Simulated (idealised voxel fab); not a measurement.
Documented hereafter: the process module known as voxel air gaps.
Square cell edge 5 nm, section width 215 nm, ID cut.
A cross-section in this document is a grid of square cells, and it is written down as bands, the top band listed before the ones below it; a band is made up of one or more rows of cells.
Read a band's entry like this: the first values are the height of its top and the height of its bottom in nm, and what follows is the sequence of materials from left to right, each with its width in nm. Note that "empty" is empty space, and that a single material marked "full width" reaches across the band from edge to edge.
Beneath 0, the wafer as received is one material, and that level is where height counting begins. The lowest band goes on downward without a bottom; it is written like "top 0, no bottom".
The notation "30..40" denotes a width that varies across the rows of cells in the band, beginning at the first number in the top row, finishing at the second number in the bottom row, and changing by an identical amount from each row to the next.
For the purposes of this document, the phrase "no alteration" attached to a step denotes that no cell within the cross-section was modified by that step.
Empty spaces without an open route to the top, at least 8 cells in extent, make up the entry "Sealed void list"; each is given as width x height at distance, where the distance is measured from the left edge, and all are in nm.
What comes after the settings on a step's line is commentary from the simulator itself on that step.
"overlay nm" on a masked step: distance the mask lay right of its planned place, negative for left.
Set out below are the planned steps of the process:
1 op RECEIVE | material Si
2 op CONFORMAL_DEP | material SiO2 | thk nm 15
3 op CONFORMAL_DEP | material SiCN | thk nm 5
4 op DIRECTIONAL_DEP | material SiO2 | thk nm 35
5 op DIRECTIONAL_DEP | material aC | thk nm 15
6 op PATTERN | tone open | mask id LINES | material resist | width nm 25 | pitch nm 50 | thk nm 30 | overlay nm 0
7 op DIRECTIONAL_ETCH | etch materials aC | depth nm 15
8 op STRIP | etch materials resist
9 op DIRECTIONAL_ETCH | etch materials SiO2 | depth nm 35
10 op STRIP | etch materials aC
11 op CONFORMAL_DEP | material TiN | thk nm 5
12 op FILL_DEP | material W | thk nm 5
13 op CMP | height nm 55
14 op EPI | material Ru | thk nm 10
15 op SELECTIVE_ETCH | etch materials SiO2 | depth nm 45
16 op CONFORMAL_DEP | material SiCN | thk nm 5
The first wafer of two, processed as planned:
Cross-section of the wafer upon arrival, representing the state reached after step 1:
    top 0, no bottom  Si full width
    Sealed void list: none
Sectional view: wafer, after step 2:
    top 15, bottom 0  SiO2 full width
    No changes below 0.
Sectional view: wafer, after step 3:
    top 20, bottom 15  SiCN full width
    No changes below 15.
Sectional view: wafer, after step 4:
    top 55, bottom 20  SiO2 full width
    No changes below 20.
Sectional view: wafer, after step 5:
    top 70, bottom 55  aC full width
    No changes below 55.
Sectional view: wafer, after step 6:
    top 100, bottom 70  resist 45 / empty 25 / resist 25 / empty 25 / resist 25 / empty 25 / resist 45
    No changes below 70.
Sectional view: wafer, after step 7:
    top 85, bottom 70  resist 45 / empty 25 / resist 25 / empty 25 / resist 25 / empty 25 / resist 45
    top 70, bottom 55  aC 45 / empty 25 / aC 25 / empty 25 / aC 25 / empty 25 / aC 45
    No changes below 55.
Sectional view: wafer, after step 8:
    top 70, bottom 55  aC 45 / empty 25 / aC 25 / empty 25 / aC 25 / empty 25 / aC 45
    No changes below 55.
Sectional view: wafer, after step 9:
    top 70, bottom 55  aC 45 / empty 25 / aC 25 / empty 25 / aC 25 / empty 25 / aC 45
    top 55, bottom 20  SiO2 45 / empty 25 / SiO2 25 / empty 25 / SiO2 25 / empty 25 / SiO2 45
    No changes below 20.
Sectional view: wafer, after step 10:
    top 55, bottom 20  SiO2 45 / empty 25 / SiO2 25 / empty 25 / SiO2 25 / empty 25 / SiO2 45
    No changes below 20.
Sectional view: wafer, after step 11:
    top 60, bottom 55  TiN 50 / empty 15 / TiN 35 / empty 15 / TiN 35 / empty 15 / TiN 50
    top 55, bottom 25  SiO2 45 / TiN 5 / empty 15 / TiN 5 / SiO2 25 / TiN 5 / empty 15 / TiN 5 / SiO2 25 / TiN 5 / empty 15 / TiN 5 / SiO2 45
    top 25, bottom 20  SiO2 45 / TiN 25 / SiO2 25 / TiN 25 / SiO2 25 / TiN 25 / SiO2 45
    No changes below 20.
Sectional view: wafer, after step 12:
    top 65, bottom 60  W full width
    top 60, bottom 55  TiN 50 / W 15 / TiN 35 / W 15 / TiN 35 / W 15 / TiN 50
    top 55, bottom 25  SiO2 45 / TiN 5 / W 15 / TiN 5 / SiO2 25 / TiN 5 / W 15 / TiN 5 / SiO2 25 / TiN 5 / W 15 / TiN 5 / SiO2 45
    No changes below 25.
Sectional view: wafer, after step 13:
    top 55, bottom 25  SiO2 45 / TiN 5 / W 15 / TiN 5 / SiO2 25 / TiN 5 / W 15 / TiN 5 / SiO2 25 / TiN 5 / W 15 / TiN 5 / SiO2 45
    No changes below 25.
Sectional view: wafer, after step 14:
    top 65, bottom 55  empty 35 / Ru 45 / empty 5 / Ru 45 / empty 5 / Ru 45 / empty 35
    No changes below 55.
Sectional view: wafer, after step 15:
    top 65, bottom 55  empty 35 / Ru 45 / empty 5 / Ru 45 / empty 5 / Ru 45 / empty 35
    top 55, bottom 25  empty 45 / TiN 5 / W 15 / TiN 5 / empty 25 / TiN 5 / W 15 / TiN 5 / empty 25 / TiN 5 / W 15 / TiN 5 / empty 45
    top 25, bottom 20  empty 45 / TiN 25 / empty 25 / TiN 25 / empty 25 / TiN 25 / empty 45
    No changes below 20.
Sectional view: wafer, after step 16:
    top 70, bottom 65  empty 30 / SiCN 155 / empty 30
    top 65, bottom 55  empty 30 / SiCN 5 / Ru 45 / SiCN 5 / Ru 45 / SiCN 5 / Ru 45 / SiCN 5 / empty 30
    top 55, bottom 50  empty 30 / SiCN 15 / TiN 5 / W 15 / TiN 5 / SiCN 25 / TiN 5 / W 15 / TiN 5 / SiCN 25 / TiN 5 / W 15 / TiN 5 / SiCN 15 / empty 30
    top 50, bottom 25  empty 40 / SiCN 5 / TiN 5 / W 15 / TiN 5 / SiCN 5 / empty 15 / SiCN 5 / TiN 5 / W 15 / TiN 5 / SiCN 5 / empty 15 / SiCN 5 / TiN 5 / W 15 / TiN 5 / SiCN 5 / empty 40
    top 25, bottom 20  SiCN 45 / TiN 25 / SiCN 25 / TiN 25 / SiCN 25 / TiN 25 / SiCN 45
    No changes below 20.
    Sealed void list: 15 x 25 at 75; 15 x 25 at 125
Second wafer: same start and same plan as the first, one execution error; identical to the first through step 10:
Cross-sectional representation of the second wafer at the time designated in the plan for the completion of step 11:
    top 60, bottom 55  Ru 50 / empty 15 / Ru 35 / empty 15 / Ru 35 / empty 15 / Ru 50
    top 55, bottom 25  SiO2 45 / Ru 5 / empty 15 / Ru 5 / SiO2 25 / Ru 5 / empty 15 / Ru 5 / SiO2 25 / Ru 5 / empty 15 / Ru 5 / SiO2 45
    top 25, bottom 20  SiO2 45 / Ru 25 / SiO2 25 / Ru 25 / SiO2 25 / Ru 25 / SiO2 45
    No changes below 20.
Cross-sectional representation of the second wafer at the time designated in the plan for the completion of step 12:
    top 65, bottom 60  W full width
    top 60, bottom 55  Ru 50 / W 15 / Ru 35 / W 15 / Ru 35 / W 15 / Ru 50
    top 55, bottom 25  SiO2 45 / Ru 5 / W 15 / Ru 5 / SiO2 25 / Ru 5 / W 15 / Ru 5 / SiO2 25 / Ru 5 / W 15 / Ru 5 / SiO2 45
    No changes below 25.
Cross-sectional representation of the second wafer at the time designated in the plan for the completion of step 13:
    top 55, bottom 25  SiO2 45 / Ru 5 / W 15 / Ru 5 / SiO2 25 / Ru 5 / W 15 / Ru 5 / SiO2 25 / Ru 5 / W 15 / Ru 5 / SiO2 45
    No changes below 25.
Cross-sectional representation of the second wafer at the time designated in the plan for the completion of step 14:
    top 65, bottom 55  empty 35 / Ru 45 / empty 5 / Ru 45 / empty 5 / Ru 45 / empty 35
    No changes below 55.
Cross-sectional representation of the second wafer at the time designated in the plan for the completion of step 15:
    top 65, bottom 55  empty 35 / Ru 45 / empty 5 / Ru 45 / empty 5 / Ru 45 / empty 35
    top 55, bottom 25  empty 45 / Ru 5 / W 15 / Ru 5 / empty 25 / Ru 5 / W 15 / Ru 5 / empty 25 / Ru 5 / W 15 / Ru 5 / empty 45
    top 25, bottom 20  empty 45 / Ru 25 / empty 25 / Ru 25 / empty 25 / Ru 25 / empty 45
    No changes below 20.
Cross-sectional representation of the second wafer at the time designated in the plan for the completion of step 16:
    top 70, bottom 65  empty 30 / SiCN 155 / empty 30
    top 65, bottom 55  empty 30 / SiCN 5 / Ru 45 / SiCN 5 / Ru 45 / SiCN 5 / Ru 45 / SiCN 5 / empty 30
    top 55, bottom 50  empty 30 / SiCN 15 / Ru 5 / W 15 / Ru 5 / SiCN 25 / Ru 5 / W 15 / Ru 5 / SiCN 25 / Ru 5 / W 15 / Ru 5 / SiCN 15 / empty 30
    top 50, bottom 25  empty 40 / SiCN 5 / Ru 5 / W 15 / Ru 5 / SiCN 5 / empty 15 / SiCN 5 / Ru 5 / W 15 / Ru 5 / SiCN 5 / empty 15 / SiCN 5 / Ru 5 / W 15 / Ru 5 / SiCN 5 / empty 40
    top 25, bottom 20  SiCN 45 / Ru 25 / SiCN 25 / Ru 25 / SiCN 25 / Ru 25 / SiCN 45
    No changes below 20.
    Sealed void list: 15 x 25 at 75; 15 x 25 at 125
Short version of what went wrong: planned and actual differ for step 11; actual: op CONFORMAL_DEP | material Ru | thk nm 5
Once processing is complete, comparing cell counts shows that the second wafer has more or fewer of certain materials than the first: +51 Ru | -51 TiN
